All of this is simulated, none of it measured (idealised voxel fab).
process module | voxel transistor to metal
cross-section cut | 300 nm wide | cells 5 nm
A cross-section is a grid of square cells, given in bands from the top down. A band is one or more rows of cells.
Each band's line starts with the height of the band's top and of its bottom, in nm. Then come its materials from left to right, each with its width in nm. One material with "throughout" fills the band from edge to edge. "air" is empty space.
Height 0 is the level under which the wafer as received is all one material. The lowest band goes on downwards, as in "0 down".
A width such as "30 to 40" changes by the same amount from each row of cells to the next, from the band's top row to its bottom row.
"no change" after a step means that no cell of the cross-section changed.
closed voids: empty space of 8 cells or more with no open way to the top, each as width x height at its distance from the left edge, in nm
after a step's settings: what the simulator itself notes on the step
overlay nm, on a step with a mask: how far to the right of its planned place the mask lay; to the left if negative
plan
1 op RECEIVE | material Si
2 op CONFORMAL_DEP | material SiO2 | thk nm 5
3 op CONFORMAL_DEP | material SiN | thk nm 15
4 op PATTERN | tone cover | mask id ACTIVE | material resist | width nm 100 | pitch nm 125 | thk nm 15 | overlay nm 0
5 op DIRECTIONAL_ETCH | etch materials SiN | depth nm 15
6 op DIRECTIONAL_ETCH | etch materials SiO2 | depth nm 5
7 op DIRECTIONAL_ETCH | etch materials Si | depth nm 20
8 op STRIP | etch materials resist
9 op FILL_DEP | material SiO2 | thk nm 10
10 op CMP | height nm 20
11 op SELECTIVE_ETCH | etch materials SiO2 | depth nm 15
12 op STRIP | etch materials SiN
13 op SELECTIVE_ETCH | etch materials SiO2 | depth nm 5
14 op OXIDIZE | depth nm 5
15 op DIRECTIONAL_DEP | material polySi | thk nm 30
16 op DIRECTIONAL_DEP | material SiCN | thk nm 10
17 op PATTERN | tone cover | mask id GATE | material resist | width nm 20 | pitch nm 125 | thk nm 20 | overlay nm 0
18 op DIRECTIONAL_ETCH | etch materials SiCN | depth nm 20
19 op DIRECTIONAL_ETCH | etch materials polySi | depth nm 40
20 op STRIP | etch materials resist
21 op CONFORMAL_DEP | material SiO2 | thk nm 5
22 op DIRECTIONAL_ETCH | etch materials SiO2 | depth nm 5
23 op CONFORMAL_DEP | material SiN | thk nm 5
24 op DIRECTIONAL_ETCH | etch materials SiN | depth nm 5
25 op DIRECTIONAL_ETCH | etch materials SiO2 | depth nm 5
26 op DIRECTIONAL_ETCH | etch materials Si | depth nm 10
27 op EPI | material pSi | thk nm 15
28 op FILL_DEP | material SiO2 | thk nm 10
29 op CMP | height nm 40
30 op DIRECTIONAL_DEP | material SiO2 | thk nm 10
31 op PATTERN | tone open | mask id CONTACT | material resist | width nm 30 | thk nm 20 | overlay nm -15
32 op DIRECTIONAL_ETCH | etch materials SiO2 | depth nm 50
33 op STRIP | etch materials resist
34 op CONFORMAL_DEP | material TiN | thk nm 5
35 op FILL_DEP | material Ru | thk nm 5
36 op CMP | height nm 50
37 op DIRECTIONAL_DEP | material TiN | thk nm 5
38 op DIRECTIONAL_DEP | material W | thk nm 25
39 op DIRECTIONAL_DEP | material aC | thk nm 10
40 op PATTERN | tone cover | mask id METAL_1 | material resist | width nm 15 | thk nm 30 | overlay nm 0
41 op DIRECTIONAL_ETCH | etch materials aC | depth nm 10
42 op STRIP | etch materials resist
43 op DIRECTIONAL_ETCH | etch materials W | depth nm 25
44 op DIRECTIONAL_ETCH | etch materials TiN | depth nm 5
45 op STRIP | etch materials aC
46 op CONFORMAL_DEP | material SiCN | thk nm 5
47 op FILL_DEP | material SiO2 | thk nm 10
48 op CMP | height nm 80
49 op CONFORMAL_DEP | material SiCN | thk nm 5
varied across the wafers: overlay nm of step 31. The plan shows the first wafer's value. All wafers start alike
first wafer as received, after step 1
  0 down: Si throughout
  closed voids: none
each wafer at the end: cells of each material gained (+) or lost (-) since it was received, then its closed voids
overlay nm -15 | +76 Ru | -168 Si | +164 SiCN | +32 SiN | +592 SiO2 | +116 TiN | +60 W | +100 pSi | +48 polySi | closed voids: none
overlay nm -10 | +84 Ru | -168 Si | +164 SiCN | +32 SiN | +584 SiO2 | +116 TiN | +60 W | +100 pSi | +48 polySi | closed voids: none
overlay nm -5 | +92 Ru | -168 Si | +164 SiCN | +32 SiN | +572 SiO2 | +120 TiN | +60 W | +100 pSi | +48 polySi | closed voids: none
overlay nm 0 | +88 Ru | -168 Si | +164 SiCN | +32 SiN | +588 SiO2 | +108 TiN | +60 W | +100 pSi | +48 polySi | closed voids: none
overlay nm 5 | +92 Ru | -168 Si | +164 SiCN | +32 SiN | +572 SiO2 | +120 TiN | +60 W | +100 pSi | +48 polySi | closed voids: none
overlay nm 10 | +84 Ru | -168 Si | +164 SiCN | +32 SiN | +584 SiO2 | +116 TiN | +60 W | +100 pSi | +48 polySi | closed voids: none
overlay nm 15 | +76 Ru | -168 Si | +164 SiCN | +32 SiN | +592 SiO2 | +116 TiN | +60 W | +100 pSi | +48 polySi | closed voids: none
